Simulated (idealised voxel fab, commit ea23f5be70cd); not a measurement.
Documented hereafter: the process module known as voxel wiring stack.
In the cross-section labelled cut, the width is 285 nm and each square cell is 5 nm.
Reading order for cross-sections: top band down to bottom band. Underlying form: a grid of square cells. Band size: one or more rows of cells.
Within each band entry, the heights of the top and of the bottom of the band appear first, in that order and in nm; the materials of the band then follow from left to right, each with its corresponding width in nm. The designation "full width" on a single material indicates that it fills the band from edge to edge; the designation "empty" indicates empty space.
The reference from which all heights are counted is 0, the level beneath which the as-received wafer is entirely one material; the lowest band, having no lower bound, proceeds downward and is written after the example "0 -> down".
Graded width ("30 to 40"): value in top row of band = first number; value in bottom row = second number; row-to-row change constant.
You'll sometimes find "same as before" written for a step, and that's the way of saying that nowhere in the cross-section did a cell change during that step.
"Closed void catalog" means: voids of 8 cells or more that are shut off from the top with no open way through. Written width x height at distance, distance from the left edge, in nm.
The remark found on a step's line after its settings is issued by the simulator itself and pertains to that step.
When a step includes a mask, the "overlay nm" setting on its line states how far to the right of its planned place that mask lay, and negative values state how far to the left.

PROCESS STEPS (PLANNED)
1) RECEIVE,material Si
2) CONFORMAL_DEP,material SiO2,thk nm 15
3) DIRECTIONAL_DEP,material TiN,thk nm 5
4) DIRECTIONAL_DEP,material Ru,thk nm 15
5) PATTERN,tone cover,mask id METAL_1,material resist,width nm 25,pitch nm 40,thk nm 20,overlay nm 0
6) DIRECTIONAL_ETCH,etch materials Ru,depth nm 15
7) DIRECTIONAL_ETCH,etch materials TiN,depth nm 5
8) STRIP,etch materials resist
9) CONFORMAL_DEP,material SiCN,thk nm 5
10) FILL_DEP,material SiO2,thk nm 10
11) CMP,height nm 35
12) CONFORMAL_DEP,material SiCN,thk nm 5
13) DIRECTIONAL_DEP,material SiO2,thk nm 15
14) PATTERN,tone open,mask id METAL_2_HOLES,material resist,width nm 15,pitch nm 40,thk nm 20,overlay nm 0
15) DIRECTIONAL_ETCH,etch materials SiO2,depth nm 25
16) STRIP,etch materials resist
17) DIRECTIONAL_DEP,material aC,thk nm 10
18) PATTERN,tone open,mask id METAL_2,material resist,width nm 25,pitch nm 40,thk nm 25,overlay nm 0
19) DIRECTIONAL_ETCH,etch materials aC,depth nm 10
20) STRIP,etch materials resist
21) DIRECTIONAL_ETCH,etch materials SiO2,depth nm 15
22) DIRECTIONAL_ETCH,etch materials SiCN,depth nm 5
23) STRIP,etch materials aC
24) CONFORMAL_DEP,material TiN,thk nm 5
25) FILL_DEP,material Ru,thk nm 10
26) CMP,height nm 65
27) CONFORMAL_DEP,material SiN,thk nm 5
The wafers in this document start out alike and differ in the thk nm applied at step 13; the plan shows the value used for the first wafer.

CUT THROUGH THE FIRST OF SEVERAL WAFERS AS RECEIVED, POST STEP 1
0 -> down | Si full width
Closed void catalog: none

EACH WAFER AT THE END: CELLS OF EACH MATERIAL GAINED (+) OR LOST (-) SINCE IT WAS RECEIVED, THEN ITS CLOSED VOIDS
thk nm 15 | +138 Ru | +102 SiCN | +57 SiN | +405 SiO2 | +96 TiN | Closed void catalog: none
thk nm 20 | +78 Ru | +108 SiCN | +57 SiN | +453 SiO2 | +102 TiN | Closed void catalog: none
thk nm 25 | +72 Ru | +108 SiCN | +57 SiN | +501 SiO2 | +60 TiN | Closed void catalog: none
thk nm 30 | +66 Ru | +108 SiCN | +57 SiN | +507 SiO2 | +60 TiN | Closed void catalog: none
thk nm 35 | +60 Ru | +108 SiCN | +57 SiN | +513 SiO2 | +60 TiN | Closed void catalog: none
thk nm 40 | +60 Ru | +108 SiCN | +57 SiN | +519 SiO2 | +54 TiN | Closed void catalog: none
